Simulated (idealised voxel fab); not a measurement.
Herein follows the process module entitled voxel quadruple lines.
We display cut, a cross-section 215 nm in width whose square cells are each 5 nm.
Cross-section, as written here: a square-cell grid given band by band from the top down, where a band holds one or more rows of cells. Heights first: top, then bottom, in nm. Then materials, left to right, each with a width in nm. "edge to edge" on a single material: fills the band edge to edge. "air": empty space. Heights are reckoned from 0. Under this level, the received wafer is all of one material. The bottommost band is open-ended downward, for example "from 0 down". Read "30..40" as a graded width: first number on top, second number at the bottom, same change between each pair of neighbouring rows. You'll sometimes find "nothing was modified" written for a step, and that's the way of saying that nowhere in the cross-section did a cell change during that step. "Voids, enclosed" specifies each empty space that is not open to the top and that occupies no fewer than 8 cells, using the form width x height at distance, the distance measured from the left edge and all three quantities in nm. Formally, on a step line, whatever follows the settings is a remark that the simulator itself makes on the step. Regarding "overlay nm": on a step with a mask, it is the distance the mask lay to the right of its planned place; a negative value places it to the left.

-- The planned process steps are enumerated hereunder
1 RECEIVE, material Si
2 CONFORMAL_DEP, material Al2O3, thk nm 5
3 DIRECTIONAL_DEP, material TiN, thk nm 10
4 DIRECTIONAL_DEP, material polySi, thk nm 15
5 DIRECTIONAL_DEP, material aC, thk nm 20
6 PATTERN, tone cover, mask id MANDREL, material resist, width nm 35, pitch nm 100, thk nm 25, overlay nm 0
7 DIRECTIONAL_ETCH, etch materials aC, depth nm 20
8 STRIP, etch materials resist
9 CONFORMAL_DEP, material SiO2, thk nm 15
10 DIRECTIONAL_ETCH, etch materials SiO2, depth nm 15
11 STRIP, etch materials aC
12 DIRECTIONAL_ETCH, etch materials polySi, depth nm 15
13 STRIP, etch materials SiO2
14 CONFORMAL_DEP, material SiCN, thk nm 10
15 DIRECTIONAL_ETCH, etch materials SiCN, depth nm 10
16 STRIP, etch materials polySi
17 DIRECTIONAL_ETCH, etch materials TiN, depth nm 10
18 STRIP, etch materials SiCN
19 FILL_DEP, material lowk, thk nm 10
20 CMP, height nm 15

-- Here's what the wafer looked like in cross-section when it arrived - that's after step 1
* from 0 down | Si edge to edge
* Voids, enclosed: none

-- Post-module cross-section: identical start and plan to those above, one misstep in execution
* from 15 to 10 | lowk edge to edge
* from 10 to 0 | lowk: 15 | TiN: 10 | lowk: 15 | TiN: 10 | lowk: 15 | TiN: 10 | lowk: 15 | TiN: 10 | lowk: 15 | TiN: 10 | lowk: 15 | TiN: 10 | lowk: 15 | TiN: 10 | lowk: 15 | TiN: 10 | lowk: 15
* from 0 down | Si edge to edge
* Voids, enclosed: none
It is concluded that the wafer was processed incorrectly with respect to the plan, in that yeah, step 2 of the plan got skipped, never ran
